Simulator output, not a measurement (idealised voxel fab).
This section sets out a process module, namely voxel ribs on slabs.
Pictured: cross-section cut, 150 nm wide, on a grid of 5 nm square cells.
Heads up, the way a cross-section reads in here is a grid of square cells, handed over as bands from the top down, with every band being one or more rows of cells.
Read a band's entry like this: the first values are the height of its top and the height of its bottom in nm, and what follows is the sequence of materials from left to right, each with its width in nm. Note that "blank" is empty space, and that a single material marked "everywhere" reaches across the band from edge to edge.
All heights in this document are referenced to 0, defined as the level beneath which the wafer, as received, consists entirely of one material. The lowest band is not bounded below; it extends indefinitely downward and is written in the form "0..down".
A two-number width, for instance "30 to 40", indicates that the width is equal to the first number in the top row of the band and to the second number in the bottom row, and that it changes by a constant amount per row of cells.
You'll sometimes find "no modifications" written for a step, and that's the way of saying that nowhere in the cross-section did a cell change during that step.
Enclosed empty spaces: empty space of 8 cells or more with no open way to the top, each as width x height at its distance from the left edge, in nm
Where a step's line continues beyond its settings, the continuation is a remark by the simulator itself on that step.
A step line may carry the setting "overlay nm", which, for steps involving a mask, states the distance by which the mask lay to the right of its intended position; negative values denote displacement to the left.
Note: before/after cross-section pairs follow, one process step per pair, after-side truncated at the lowest changed band, step and settings given beneath. Different runs of this module on the same starting wafer may supply the pairs; a pair continues the one above only where the "Cross-section, before" entry says so.
Cross-section, before
> 0..down  Si everywhere
> Enclosed empty spaces: none
Cross-Section Thereafter
> 25..0  SiO2 everywhere
> Nothing below the height 0 has changed.
> Enclosed empty spaces: none
Step taken after the before cross-section and before the after cross-section above: DIRECTIONAL_DEP: material SiO2, thk nm 25
Cross-section, before: taken from the pair above, after panel.
Cross-Section Thereafter
> 40..25  polySi everywhere
> Nothing below the height 25 has changed.
> Enclosed empty spaces: none
Step taken after the before cross-section and before the after cross-section above: DIRECTIONAL_DEP: material polySi, thk nm 15
Cross-section, before: taken from the pair above, after panel.
Cross-Section Thereafter
> 50..40  aC everywhere
> Nothing below the height 40 has changed.
> Enclosed empty spaces: none
Step taken after the before cross-section and before the after cross-section above: DIRECTIONAL_DEP: material aC, thk nm 10
Cross-section, before: taken from the pair above, after panel.
Cross-Section Thereafter
> 75..50  blank: 60, then resist: 25, then blank: 65
> Nothing below the height 50 has changed.
> Enclosed empty spaces: none
Step taken after the before cross-section and before the after cross-section above: PATTERN: tone cover, mask id RIB, material resist, width nm 25, thk nm 25, overlay nm 0
Cross-section, before: taken from the pair above, after panel.
Cross-Section Thereafter
> 65..50  blank: 60, then resist: 25, then blank: 65
> 50..40  blank: 60, then aC: 25, then blank: 65
> Nothing below the height 40 has changed.
> Enclosed empty spaces: none
Step taken after the before cross-section and before the after cross-section above: DIRECTIONAL_ETCH: etch materials aC, depth nm 10
Cross-section, before: taken from the pair above, after panel.
Cross-Section Thereafter
> 50..40  blank: 60, then aC: 25, then blank: 65
> Nothing below the height 40 has changed.
> Enclosed empty spaces: none
Step taken after the before cross-section and before the after cross-section above: STRIP: etch materials resist
Cross-section, before: taken from the pair above, after panel.
Cross-Section Thereafter
> 50..40  blank: 60, then aC: 25, then blank: 65
> 40..30  blank: 60, then polySi: 25, then blank: 65
> Nothing below the height 30 has changed.
> Enclosed empty spaces: none
Step taken after the before cross-section and before the after cross-section above: DIRECTIONAL_ETCH: etch materials polySi, depth nm 10
Cross-section, before: taken from the pair above, after panel.
Cross-Section Thereafter
> 40..30  blank: 60, then polySi: 25, then blank: 65
> Nothing below the height 30 has changed.
> Enclosed empty spaces: none
Step taken after the before cross-section and before the after cross-section above: STRIP: etch materials aC
Cross-section, before: taken from the pair above, after panel.
Cross-Section Thereafter
> 60..40  blank: 30, then resist: 85, then blank: 35
> 40..30  blank: 30, then resist: 30, then polySi: 25, then resist: 30, then blank: 35
> Nothing below the height 30 has changed.
> Enclosed empty spaces: none
Step taken after the before cross-section and before the after cross-section above: PATTERN: tone cover, mask id SLAB, material resist, width nm 85, thk nm 20, overlay nm 0
Cross-section, before: taken from the pair above, after panel.
Cross-Section Thereafter
> 60..40  blank: 30, then resist: 85, then blank: 35
> 40..30  blank: 30, then resist: 30, then polySi: 25, then resist: 30, then blank: 35
> 30..25  blank: 30, then polySi: 85, then blank: 35
> Nothing below the height 25 has changed.
> Enclosed empty spaces: none
Step taken after the before cross-section and before the after cross-section above: DIRECTIONAL_ETCH: etch materials polySi, depth nm 5
Cross-section, before: taken from the pair above, after panel.
Cross-Section Thereafter
> 40..30  blank: 60, then polySi: 25, then blank: 65
> Nothing below the height 30 has changed.
> Enclosed empty spaces: none
Step taken after the before cross-section and before the after cross-section above: STRIP: etch materials resist
Cross-section, before: taken from the pair above, after panel.
Cross-Section Thereafter
> 65..40  SiO2 everywhere
> 40..30  SiO2: 60, then polySi: 25, then SiO2: 65
> 30..25  SiO2: 30, then polySi: 85, then SiO2: 35
> Nothing below the height 25 has changed.
> Enclosed empty spaces: none
Step taken after the before cross-section and before the after cross-section above: FILL_DEP: material SiO2, thk nm 25
Cross-section, before: taken from the pair above, after panel.
Cross-Section Thereafter
> 60..40  SiO2 everywhere
> Nothing below the height 40 has changed.
> Enclosed empty spaces: none
Step taken after the before cross-section and before the after cross-section above: CMP: height nm 60
Cross-section, before: taken from the pair above, after panel.
Cross-Section Thereafter
> 65..60  W everywhere
> Nothing below the height 60 has changed.
> Enclosed empty spaces: none
Step taken after the before cross-section and before the after cross-section above: DIRECTIONAL_DEP: material W, thk nm 5
Cross-section, before: taken from the pair above, after panel.
Cross-Section Thereafter
> 80..65  aC everywhere
> Nothing below the height 65 has changed.
> Enclosed empty spaces: none
Step taken after the before cross-section and before the after cross-section above: DIRECTIONAL_DEP: material aC, thk nm 15
Cross-section, before: taken from the pair above, after panel.
Cross-Section Thereafter
> 110..80  blank: 55, then resist: 35, then blank: 60
> Nothing below the height 80 has changed.
> Enclosed empty spaces: none
Step taken after the before cross-section and before the after cross-section above: PATTERN: tone cover, mask id HEATER, material resist, width nm 35, thk nm 30, overlay nm 0
Cross-section, before: taken from the pair above, after panel.
Cross-Section Thereafter
> 95..80  blank: 55, then resist: 35, then blank: 60
> 80..65  blank: 55, then aC: 35, then blank: 60
> Nothing below the height 65 has changed.
> Enclosed empty spaces: none
Step taken after the before cross-section and before the after cross-section above: DIRECTIONAL_ETCH: etch materials aC, depth nm 15
Cross-section, before: taken from the pair above, after panel.
Cross-Section Thereafter
> 80..65  blank: 55, then aC: 35, then blank: 60
> Nothing below the height 65 has changed.
> Enclosed empty spaces: none
Step taken after the before cross-section and before the after cross-section above: STRIP: etch materials resist
Cross-section, before: taken from the pair above, after panel.
Cross-Section Thereafter
> 80..65  blank: 55, then aC: 35, then blank: 60
> 65..60  blank: 55, then W: 35, then blank: 60
> Nothing below the height 60 has changed.
> Enclosed empty spaces: none
Step taken after the before cross-section and before the after cross-section above: DIRECTIONAL_ETCH: etch materials W, depth nm 5
Cross-section, before: taken from the pair above, after panel.
Cross-Section Thereafter
> 65..60  blank: 55, then W: 35, then blank: 60
> Nothing below the height 60 has changed.
> Enclosed empty spaces: none
Step taken after the before cross-section and before the after cross-section above: STRIP: etch materials aC
Cross-section, before: taken from the pair above, after panel.
Cross-Section Thereafter
> 70..65  blank: 50, then SiO2: 45, then blank: 55
> 65..60  SiO2: 55, then W: 35, then SiO2: 60
> Nothing below the height 60 has changed.
> Enclosed empty spaces: none
Step taken after the before cross-section and before the after cross-section above: CONFORMAL_DEP: material SiO2, thk nm 5
Cross-section, before
> 40..25  polySi everywhere
> 25..0  SiO2 everywhere
> 0..down  Si everywhere
> Enclosed empty spaces: none
Cross-Section Thereafter
> 55..25  polySi everywhere
> Nothing below the height 25 has changed.
> Enclosed empty spaces: none
Step taken after the before cross-section and before the after cross-section above: DIRECTIONAL_DEP: material polySi, thk nm 15
Cross-section, before: taken from the pair above, after panel.
Cross-Section Thereafter
> 65..55  aC everywhere
> Nothing below the height 55 has changed.
> Enclosed empty spaces: none
Step taken after the before cross-section and before the after cross-section above: DIRECTIONAL_DEP: material aC, thk nm 10
Cross-section, before: taken from the pair above, after panel.
Cross-Section Thereafter
> 90..65  blank: 60, then resist: 25, then blank: 65
> Nothing below the height 65 has changed.
> Enclosed empty spaces: none
Step taken after the before cross-section and before the after cross-section above: PATTERN: tone cover, mask id RIB, material resist, width nm 25, thk nm 25, overlay nm 0
Cross-section, before: taken from the pair above, after panel.
Cross-Section Thereafter
> 80..65  blank: 60, then resist: 25, then blank: 65
> 65..55  blank: 60, then aC: 25, then blank: 65
> Nothing below the height 55 has changed.
> Enclosed empty spaces: none
Step taken after the before cross-section and before the after cross-section above: DIRECTIONAL_ETCH: etch materials aC, depth nm 10
Cross-section, before: taken from the pair above, after panel.
Cross-Section Thereafter
> 65..55  blank: 60, then aC: 25, then blank: 65
> Nothing below the height 55 has changed.
> Enclosed empty spaces: none
Step taken after the before cross-section and before the after cross-section above: STRIP: etch materials resist
Cross-section, before: taken from the pair above, after panel.
Cross-Section Thereafter
> 65..55  blank: 60, then aC: 25, then blank: 65
> 55..45  blank: 60, then polySi: 25, then blank: 65
> Nothing below the height 45 has changed.
> Enclosed empty spaces: none
Step taken after the before cross-section and before the after cross-section above: DIRECTIONAL_ETCH: etch materials polySi, depth nm 10
Cross-section, before: taken from the pair above, after panel.
Cross-Section Thereafter
> 55..45  blank: 60, then polySi: 25, then blank: 65
> Nothing below the height 45 has changed.
> Enclosed empty spaces: none
Step taken after the before cross-section and before the after cross-section above: STRIP: etch materials aC
Cross-section, before: taken from the pair above, after panel.
Cross-Section Thereafter
> 75..55  blank: 30, then resist: 85, then blank: 35
> 55..45  blank: 30, then resist: 30, then polySi: 25, then resist: 30, then blank: 35
> Nothing below the height 45 has changed.
> Enclosed empty spaces: none
Step taken after the before cross-section and before the after cross-section above: PATTERN: tone cover, mask id SLAB, material resist, width nm 85, thk nm 20, overlay nm 0
Cross-section, before: taken from the pair above, after panel.
Cross-Section Thereafter
> 75..55  blank: 30, then resist: 85, then blank: 35
> 55..45  blank: 30, then resist: 30, then polySi: 25, then resist: 30, then blank: 35
> 45..40  blank: 30, then polySi: 85, then blank: 35
> Nothing below the height 40 has changed.
> Enclosed empty spaces: none
Step taken after the before cross-section and before the after cross-section above: DIRECTIONAL_ETCH: etch materials polySi, depth nm 5
Cross-section, before: taken from the pair above, after panel.
Cross-Section Thereafter
> 55..45  blank: 60, then polySi: 25, then blank: 65
> Nothing below the height 45 has changed.
> Enclosed empty spaces: none
Step taken after the before cross-section and before the after cross-section above: STRIP: etch materials resist
Cross-section, before: taken from the pair above, after panel.
Cross-Section Thereafter
> 80..55  SiO2 everywhere
> 55..45  SiO2: 60, then polySi: 25, then SiO2: 65
> 45..40  SiO2: 30, then polySi: 85, then SiO2: 35
> Nothing below the height 40 has changed.
> Enclosed empty spaces: none
Step taken after the before cross-section and before the after cross-section above: FILL_DEP: material SiO2, thk nm 25
Cross-section, before: taken from the pair above, after panel.
Cross-Section Thereafter
> 60..55  SiO2 everywhere
> Nothing below the height 55 has changed.
> Enclosed empty spaces: none
Step taken after the before cross-section and before the after cross-section above: CMP: height nm 60
Cross-section, before: taken from the pair above, after panel.
Cross-Section Thereafter
> 65..60  W everywhere
> Nothing below the height 60 has changed.
> Enclosed empty spaces: none
Step taken after the before cross-section and before the after cross-section above: DIRECTIONAL_DEP: material W, thk nm 5
Cross-section, before: taken from the pair above, after panel.
Cross-Section Thereafter
> 80..65  aC everywhere
> Nothing below the height 65 has changed.
> Enclosed empty spaces: none
Step taken after the before cross-section and before the after cross-section above: DIRECTIONAL_DEP: material aC, thk nm 15
Cross-section, before: taken from the pair above, after panel.
Cross-Section Thereafter
> 110..80  blank: 55, then resist: 35, then blank: 60
> Nothing below the height 80 has changed.
> Enclosed empty spaces: none
Step taken after the before cross-section and before the after cross-section above: PATTERN: tone cover, mask id HEATER, material resist, width nm 35, thk nm 30, overlay nm 0
Cross-section, before: taken from the pair above, after panel.
Cross-Section Thereafter
> 95..80  blank: 55, then resist: 35, then blank: 60
> 80..65  blank: 55, then aC: 35, then blank: 60
> Nothing below the height 65 has changed.
> Enclosed empty spaces: none
Step taken after the before cross-section and before the after cross-section above: DIRECTIONAL_ETCH: etch materials aC, depth nm 15
Cross-section, before: taken from the pair above, after panel.
Cross-Section Thereafter
> 80..65  blank: 55, then aC: 35, then blank: 60
> Nothing below the height 65 has changed.
> Enclosed empty spaces: none
Step taken after the before cross-section and before the after cross-section above: STRIP: etch materials resist
Cross-section, before: taken from the pair above, after panel.
Cross-Section Thereafter
> 80..65  blank: 55, then aC: 35, then blank: 60
> 65..60  blank: 55, then W: 35, then blank: 60
> Nothing below the height 60 has changed.
> Enclosed empty spaces: none
Step taken after the before cross-section and before the after cross-section above: DIRECTIONAL_ETCH: etch materials W, depth nm 5
Cross-section, before: taken from the pair above, after panel.
Cross-Section Thereafter
> 65..60  blank: 55, then W: 35, then blank: 60
> Nothing below the height 60 has changed.
> Enclosed empty spaces: none
Step taken after the before cross-section and before the after cross-section above: STRIP: etch materials aC
Cross-section, before: taken from the pair above, after panel.
Cross-Section Thereafter
> 70..65  blank: 50, then SiO2: 45, then blank: 55
> 65..60  SiO2: 55, then W: 35, then SiO2: 60
> Nothing below the height 60 has changed.
> Enclosed empty spaces: none
Step taken after the before cross-section and before the after cross-section above: CONFORMAL_DEP: material SiO2, thk nm 5
Cross-section, before
> 25..0  SiO2 everywhere
> 0..down  Si everywhere
> Enclosed empty spaces: none
Cross-Section Thereafter
> 35..25  aC everywhere
> Nothing below the height 25 has changed.
> Enclosed empty spaces: none
Step taken after the before cross-section and before the after cross-section above: DIRECTIONAL_DEP: material aC, thk nm 10
Cross-section, before: taken from the pair above, after panel.
Cross-Section Thereafter
> 50..35  polySi everywhere
> Nothing below the height 35 has changed.
> Enclosed empty spaces: none
Step taken after the before cross-section and before the after cross-section above: DIRECTIONAL_DEP: material polySi, thk nm 15
Cross-section, before: taken from the pair above, after panel.
Cross-Section Thereafter
> 75..50  blank: 60, then resist: 25, then blank: 65
> Nothing below the height 50 has changed.
> Enclosed empty spaces: none
Step taken after the before cross-section and before the after cross-section above: PATTERN: tone cover, mask id RIB, material resist, width nm 25, thk nm 25, overlay nm 0
Cross-section, before: taken from the pair above, after panel.
Cross-Section Thereafter
> 65..50  blank: 60, then resist: 25, then blank: 65
> Nothing below the height 50 has changed.
> Enclosed empty spaces: none
Step taken after the before cross-section and before the after cross-section above: DIRECTIONAL_ETCH: etch materials aC, depth nm 10
Cross-section, before: taken from the pair above, after panel.
Cross-Section Thereafter
> 50..35  polySi everywhere
> Nothing below the height 35 has changed.
> Enclosed empty spaces: none
Step taken after the before cross-section and before the after cross-section above: STRIP: etch materials resist
Cross-section, before: taken from the pair above, after panel.
Cross-Section Thereafter
> 40..35  polySi everywhere
> Nothing below the height 35 has changed.
> Enclosed empty spaces: none
Step taken after the before cross-section and before the after cross-section above: DIRECTIONAL_ETCH: etch materials polySi, depth nm 10
Cross-section, before: taken from the pair above, after panel.
Cross-Section Thereafter
> 60..40  blank: 30, then resist: 85, then blank: 35
> Nothing below the height 40 has changed.
> Enclosed empty spaces: none
Step taken after the before cross-section and before the after cross-section above: PATTERN: tone cover, mask id SLAB, material resist, width nm 85, thk nm 20, overlay nm 0
Cross-section, before: taken from the pair above, after panel.
Cross-Section Thereafter
> 60..40  blank: 30, then resist: 85, then blank: 35
> 40..35  blank: 30, then polySi: 85, then blank: 35
> Nothing below the height 35 has changed.
> Enclosed empty spaces: none
Step taken after the before cross-section and before the after cross-section above: DIRECTIONAL_ETCH: etch materials polySi, depth nm 5
Cross-section, before: taken from the pair above, after panel.
Cross-Section Thereafter
> 40..35  blank: 30, then polySi: 85, then blank: 35
> Nothing below the height 35 has changed.
> Enclosed empty spaces: none
Step taken after the before cross-section and before the after cross-section above: STRIP: etch materials resist
Cross-section, before: taken from the pair above, after panel.
Cross-Section Thereafter
> 65..40  SiO2 everywhere
> 40..35  SiO2: 30, then polySi: 85, then SiO2: 35
> Nothing below the height 35 has changed.
> Enclosed empty spaces: none
Step taken after the before cross-section and before the after cross-section above: FILL_DEP: material SiO2, thk nm 25
Cross-section, before: taken from the pair above, after panel.
Cross-Section Thereafter
> 60..40  SiO2 everywhere
> Nothing below the height 40 has changed.
> Enclosed empty spaces: none
Step taken after the before cross-section and before the after cross-section above: CMP: height nm 60
Cross-section, before: taken from the pair above, after panel.
Cross-Section Thereafter
> 65..60  W everywhere
> Nothing below the height 60 has changed.
> Enclosed empty spaces: none
Step taken after the before cross-section and before the after cross-section above: DIRECTIONAL_DEP: material W, thk nm 5
Cross-section, before: taken from the pair above, after panel.
Cross-Section Thereafter
> 80..65  aC everywhere
> Nothing below the height 65 has changed.
> Enclosed empty spaces: none
Step taken after the before cross-section and before the after cross-section above: DIRECTIONAL_DEP: material aC, thk nm 15
Cross-section, before: taken from the pair above, after panel.
Cross-Section Thereafter
> 110..80  blank: 55, then resist: 35, then blank: 60
> Nothing below the height 80 has changed.
> Enclosed empty spaces: none
Step taken after the before cross-section and before the after cross-section above: PATTERN: tone cover, mask id HEATER, material resist, width nm 35, thk nm 30, overlay nm 0
Cross-section, before: taken from the pair above, after panel.
Cross-Section Thereafter
> 95..80  blank: 55, then resist: 35, then blank: 60
> 80..65  blank: 55, then aC: 35, then blank: 60
> Nothing below the height 65 has changed.
> Enclosed empty spaces: none
Step taken after the before cross-section and before the after cross-section above: DIRECTIONAL_ETCH: etch materials aC, depth nm 15
Cross-section, before: taken from the pair above, after panel.
Cross-Section Thereafter
> 80..65  blank: 55, then aC: 35, then blank: 60
> Nothing below the height 65 has changed.
> Enclosed empty spaces: none
Step taken after the before cross-section and before the after cross-section above: STRIP: etch materials resist
Cross-section, before: taken from the pair above, after panel.
Cross-Section Thereafter
> 80..65  blank: 55, then aC: 35, then blank: 60
> 65..60  blank: 55, then W: 35, then blank: 60
> Nothing below the height 60 has changed.
> Enclosed empty spaces: none
Step taken after the before cross-section and before the after cross-section above: DIRECTIONAL_ETCH: etch materials W, depth nm 5
Cross-section, before: taken from the pair above, after panel.
Cross-Section Thereafter
> 65..60  blank: 55, then W: 35, then blank: 60
> Nothing below the height 60 has changed.
> Enclosed empty spaces: none
Step taken after the before cross-section and before the after cross-section above: STRIP: etch materials aC
Cross-section, before: taken from the pair above, after panel.
Cross-Section Thereafter
> 70..65  blank: 50, then SiO2: 45, then blank: 55
> 65..60  SiO2: 55, then W: 35, then SiO2: 60
> Nothing below the height 60 has changed.
> Enclosed empty spaces: none
Step taken after the before cross-section and before the after cross-section above: CONFORMAL_DEP: material SiO2, thk nm 5
Cross-section, before
> 25..0  SiO2 everywhere
> 0..down  Si everywhere
> Enclosed empty spaces: none
Cross-Section Thereafter
> 50..25  polySi everywhere
> Nothing below the height 25 has changed.
> Enclosed empty spaces: none
Step taken after the before cross-section and before the after cross-section above: DIRECTIONAL_DEP: material polySi, thk nm 25
Cross-section, before: taken from the pair above, after panel.
Cross-Section Thereafter
> 60..50  aC everywhere
> Nothing below the height 50 has changed.
> Enclosed empty spaces: none
Step taken after the before cross-section and before the after cross-section above: DIRECTIONAL_DEP: material aC, thk nm 10
Cross-section, before: taken from the pair above, after panel.
Cross-Section Thereafter
> 85..60  blank: 60, then resist: 25, then blank: 65
> Nothing below the height 60 has changed.
> Enclosed empty spaces: none
Step taken after the before cross-section and before the after cross-section above: PATTERN: tone cover, mask id RIB, material resist, width nm 25, thk nm 25, overlay nm 0
Cross-section, before: taken from the pair above, after panel.
Cross-Section Thereafter
> 75..60  blank: 60, then resist: 25, then blank: 65
> 60..50  blank: 60, then aC: 25, then blank: 65
> Nothing below the height 50 has changed.
> Enclosed empty spaces: none
Step taken after the before cross-section and before the after cross-section above: DIRECTIONAL_ETCH: etch materials aC, depth nm 10
Cross-section, before: taken from the pair above, after panel.
Cross-Section Thereafter
> 60..50  blank: 60, then aC: 25, then blank: 65
> Nothing below the height 50 has changed.
> Enclosed empty spaces: none
Step taken after the before cross-section and before the after cross-section above: STRIP: etch materials resist
Cross-section, before: taken from the pair above, after panel.
Cross-Section Thereafter
> 60..50  blank: 60, then aC: 25, then blank: 65
> 50..40  blank: 60, then polySi: 25, then blank: 65
> Nothing below the height 40 has changed.
> Enclosed empty spaces: none
Step taken after the before cross-section and before the after cross-section above: DIRECTIONAL_ETCH: etch materials polySi, depth nm 10
Cross-section, before: taken from the pair above, after panel.
Cross-Section Thereafter
> 50..40  blank: 60, then polySi: 25, then blank: 65
> Nothing below the height 40 has changed.
> Enclosed empty spaces: none
Step taken after the before cross-section and before the after cross-section above: STRIP: etch materials aC
Cross-section, before: taken from the pair above, after panel.
Cross-Section Thereafter
> 70..50  blank: 30, then resist: 85, then blank: 35
> 50..40  blank: 30, then resist: 30, then polySi: 25, then resist: 30, then blank: 35
> Nothing below the height 40 has changed.
> Enclosed empty spaces: none
Step taken after the before cross-section and before the after cross-section above: PATTERN: tone cover, mask id SLAB, material resist, width nm 85, thk nm 20, overlay nm 0
Cross-section, before: taken from the pair above, after panel.
Cross-Section Thereafter
> 70..50  blank: 30, then resist: 85, then blank: 35
> 50..40  blank: 30, then resist: 30, then polySi: 25, then resist: 30, then blank: 35
> 40..35  blank: 30, then polySi: 85, then blank: 35
> Nothing below the height 35 has changed.
> Enclosed empty spaces: none
Step taken after the before cross-section and before the after cross-section above: DIRECTIONAL_ETCH: etch materials polySi, depth nm 5
Cross-section, before: taken from the pair above, after panel.
Cross-Section Thereafter
> 50..40  blank: 60, then polySi: 25, then blank: 65
> Nothing below the height 40 has changed.
> Enclosed empty spaces: none
Step taken after the before cross-section and before the after cross-section above: STRIP: etch materials resist
Cross-section, before: taken from the pair above, after panel.
Cross-Section Thereafter
> 75..50  SiO2 everywhere
> 50..40  SiO2: 60, then polySi: 25, then SiO2: 65
> 40..35  SiO2: 30, then polySi: 85, then SiO2: 35
> Nothing below the height 35 has changed.
> Enclosed empty spaces: none
Step taken after the before cross-section and before the after cross-section above: FILL_DEP: material SiO2, thk nm 25
Cross-section, before: taken from the pair above, after panel.
Cross-Section Thereafter
> 60..50  SiO2 everywhere
> Nothing below the height 50 has changed.
> Enclosed empty spaces: none
Step taken after the before cross-section and before the after cross-section above: CMP: height nm 60
Cross-section, before: taken from the pair above, after panel.
Cross-Section Thereafter
> 65..60  W everywhere
> Nothing below the height 60 has changed.
> Enclosed empty spaces: none
Step taken after the before cross-section and before the after cross-section above: DIRECTIONAL_DEP: material W, thk nm 5
Cross-section, before: taken from the pair above, after panel.
Cross-Section Thereafter
> 80..65  aC everywhere
> Nothing below the height 65 has changed.
> Enclosed empty spaces: none
Step taken after the before cross-section and before the after cross-section above: DIRECTIONAL_DEP: material aC, thk nm 15
Cross-section, before: taken from the pair above, after panel.
Cross-Section Thereafter
> 110..80  blank: 55, then resist: 35, then blank: 60
> Nothing below the height 80 has changed.
> Enclosed empty spaces: none
Step taken after the before cross-section and before the after cross-section above: PATTERN: tone cover, mask id HEATER, material resist, width nm 35, thk nm 30, overlay nm 0
Cross-section, before: taken from the pair above, after panel.
Cross-Section Thereafter
> 95..80  blank: 55, then resist: 35, then blank: 60
> 80..65  blank: 55, then aC: 35, then blank: 60
> Nothing below the height 65 has changed.
> Enclosed empty spaces: none
Step taken after the before cross-section and before the after cross-section above: DIRECTIONAL_ETCH: etch materials aC, depth nm 15
Cross-section, before: taken from the pair above, after panel.
Cross-Section Thereafter
> 80..65  blank: 55, then aC: 35, then blank: 60
> Nothing below the height 65 has changed.
> Enclosed empty spaces: none
Step taken after the before cross-section and before the after cross-section above: STRIP: etch materials resist
Cross-section, before: taken from the pair above, after panel.
Cross-Section Thereafter
> 80..65  blank: 55, then aC: 35, then blank: 60
> 65..60  blank: 55, then W: 35, then blank: 60
> Nothing below the height 60 has changed.
> Enclosed empty spaces: none
Step taken after the before cross-section and before the after cross-section above: DIRECTIONAL_ETCH: etch materials W, depth nm 5
Cross-section, before: taken from the pair above, after panel.
Cross-Section Thereafter
> 65..60  blank: 55, then W: 35, then blank: 60
> Nothing below the height 60 has changed.
> Enclosed empty spaces: none
Step taken after the before cross-section and before the after cross-section above: STRIP: etch materials aC
Cross-section, before: taken from the pair above, after panel.
Cross-Section Thereafter
> 70..65  blank: 50, then SiO2: 45, then blank: 55
> 65..60  SiO2: 55, then W: 35, then SiO2: 60
> Nothing below the height 60 has changed.
> Enclosed empty spaces: none
Step taken after the before cross-section and before the after cross-section above: CONFORMAL_DEP: material SiO2, thk nm 5
Cross-section, before
> 50..40  aC everywhere
> 40..25  polySi everywhere
> 25..0  SiO2 everywhere
> 0..down  Si everywhere
> Enclosed empty spaces: none
Cross-Section Thereafter
> 75..50  blank: 65, then resist: 20, then blank: 65
> Nothing below the height 50 has changed.
> Enclosed empty spaces: none
Step taken after the before cross-section and before the after cross-section above: PATTERN: tone cover, mask id RIB, material resist, width nm 20, thk nm 25, overlay nm 0
Cross-section, before: taken from the pair above, after panel.
Cross-Section Thereafter
> 65..50  blank: 65, then resist: 20, then blank: 65
> 50..40  blank: 65, then aC: 20, then blank: 65
> Nothing below the height 40 has changed.
> Enclosed empty spaces: none
Step taken after the before cross-section and before the after cross-section above: DIRECTIONAL_ETCH: etch materials aC, depth nm 10
Cross-section, before: taken from the pair above, after panel.
Cross-Section Thereafter
> 50..40  blank: 65, then aC: 20, then blank: 65
> Nothing below the height 40 has changed.
> Enclosed empty spaces: none
Step taken after the before cross-section and before the after cross-section above: STRIP: etch materials resist
Cross-section, before: taken from the pair above, after panel.
Cross-Section Thereafter
> 50..40  blank: 65, then aC: 20, then blank: 65
> 40..30  blank: 65, then polySi: 20, then blank: 65
> Nothing below the height 30 has changed.
> Enclosed empty spaces: none
Step taken after the before cross-section and before the after cross-section above: DIRECTIONAL_ETCH: etch materials polySi, depth nm 10
Cross-section, before: taken from the pair above, after panel.
Cross-Section Thereafter
> 40..30  blank: 65, then polySi: 20, then blank: 65
> Nothing below the height 30 has changed.
> Enclosed empty spaces: none
Step taken after the before cross-section and before the after cross-section above: STRIP: etch materials aC
Cross-section, before: taken from the pair above, after panel.
Cross-Section Thereafter
> 60..40  blank: 30, then resist: 85, then blank: 35
> 40..30  blank: 30, then resist: 35, then polySi: 20, then resist: 30, then blank: 35
> Nothing below the height 30 has changed.
> Enclosed empty spaces: none
Step taken after the before cross-section and before the after cross-section above: PATTERN: tone cover, mask id SLAB, material resist, width nm 85, thk nm 20, overlay nm 0
Cross-section, before: taken from the pair above, after panel.
Cross-Section Thereafter
> 60..40  blank: 30, then resist: 85, then blank: 35
> 40..30  blank: 30, then resist: 35, then polySi: 20, then resist: 30, then blank: 35
> 30..25  blank: 30, then polySi: 85, then blank: 35
> Nothing below the height 25 has changed.
> Enclosed empty spaces: none
Step taken after the before cross-section and before the after cross-section above: DIRECTIONAL_ETCH: etch materials polySi, depth nm 5
Cross-section, before: taken from the pair above, after panel.
Cross-Section Thereafter
> 40..30  blank: 65, then polySi: 20, then blank: 65
> Nothing below the height 30 has changed.
> Enclosed empty spaces: none
Step taken after the before cross-section and before the after cross-section above: STRIP: etch materials resist
Cross-section, before: taken from the pair above, after panel.
Cross-Section Thereafter
> 65..40  SiO2 everywhere
> 40..30  SiO2: 65, then polySi: 20, then SiO2: 65
> 30..25  SiO2: 30, then polySi: 85, then SiO2: 35
> Nothing below the height 25 has changed.
> Enclosed empty spaces: none
Step taken after the before cross-section and before the after cross-section above: FILL_DEP: material SiO2, thk nm 25
Cross-section, before: taken from the pair above, after panel.
Cross-Section Thereafter
> 60..40  SiO2 everywhere
> Nothing below the height 40 has changed.
> Enclosed empty spaces: none
Step taken after the before cross-section and before the after cross-section above: CMP: height nm 60
Cross-section, before: taken from the pair above, after panel.
Cross-Section Thereafter
> 65..60  W everywhere
> Nothing below the height 60 has changed.
> Enclosed empty spaces: none
Step taken after the before cross-section and before the after cross-section above: DIRECTIONAL_DEP: material W, thk nm 5
Cross-section, before: taken from the pair above, after panel.
Cross-Section Thereafter
> 80..65  aC everywhere
> Nothing below the height 65 has changed.
> Enclosed empty spaces: none
Step taken after the before cross-section and before the after cross-section above: DIRECTIONAL_DEP: material aC, thk nm 15
Cross-section, before: taken from the pair above, after panel.
Cross-Section Thereafter
> 110..80  blank: 55, then resist: 35, then blank: 60
> Nothing below the height 80 has changed.
> Enclosed empty spaces: none
Step taken after the before cross-section and before the after cross-section above: PATTERN: tone cover, mask id HEATER, material resist, width nm 35, thk nm 30, overlay nm 0
Cross-section, before: taken from the pair above, after panel.
Cross-Section Thereafter
> 95..80  blank: 55, then resist: 35, then blank: 60
> 80..65  blank: 55, then aC: 35, then blank: 60
> Nothing below the height 65 has changed.
> Enclosed empty spaces: none
Step taken after the before cross-section and before the after cross-section above: DIRECTIONAL_ETCH: etch materials aC, depth nm 15
Cross-section, before: taken from the pair above, after panel.
Cross-Section Thereafter
> 80..65  blank: 55, then aC: 35, then blank: 60
> Nothing below the height 65 has changed.
> Enclosed empty spaces: none
Step taken after the before cross-section and before the after cross-section above: STRIP: etch materials resist
Cross-section, before: taken from the pair above, after panel.
Cross-Section Thereafter
> 80..65  blank: 55, then aC: 35, then blank: 60
> 65..60  blank: 55, then W: 35, then blank: 60
> Nothing below the height 60 has changed.
> Enclosed empty spaces: none
Step taken after the before cross-section and before the after cross-section above: DIRECTIONAL_ETCH: etch materials W, depth nm 5
Cross-section, before: taken from the pair above, after panel.
Cross-Section Thereafter
> 65..60  blank: 55, then W: 35, then blank: 60
> Nothing below the height 60 has changed.
> Enclosed empty spaces: none
Step taken after the before cross-section and before the after cross-section above: STRIP: etch materials aC
Cross-section, before: taken from the pair above, after panel.
Cross-Section Thereafter
> 70..65  blank: 50, then SiO2: 45, then blank: 55
> 65..60  SiO2: 55, then W: 35, then SiO2: 60
> Nothing below the height 60 has changed.
> Enclosed empty spaces: none
Step taken after the before cross-section and before the after cross-section above: CONFORMAL_DEP: material SiO2, thk nm 5
Cross-section, before
> 50..40  aC everywhere
> 40..25  polySi everywhere
> 25..0  SiO2 everywhere
> 0..down  Si everywhere
> Enclosed empty spaces: none
Cross-Section Thereafter
> 75..50  blank: 70, then resist: 25, then blank: 55
> Nothing below the height 50 has changed.
> Enclosed empty spaces: none
Step taken after the before cross-section and before the after cross-section above: PATTERN: tone cover, mask id RIB, material resist, width nm 25, thk nm 25, overlay nm 10
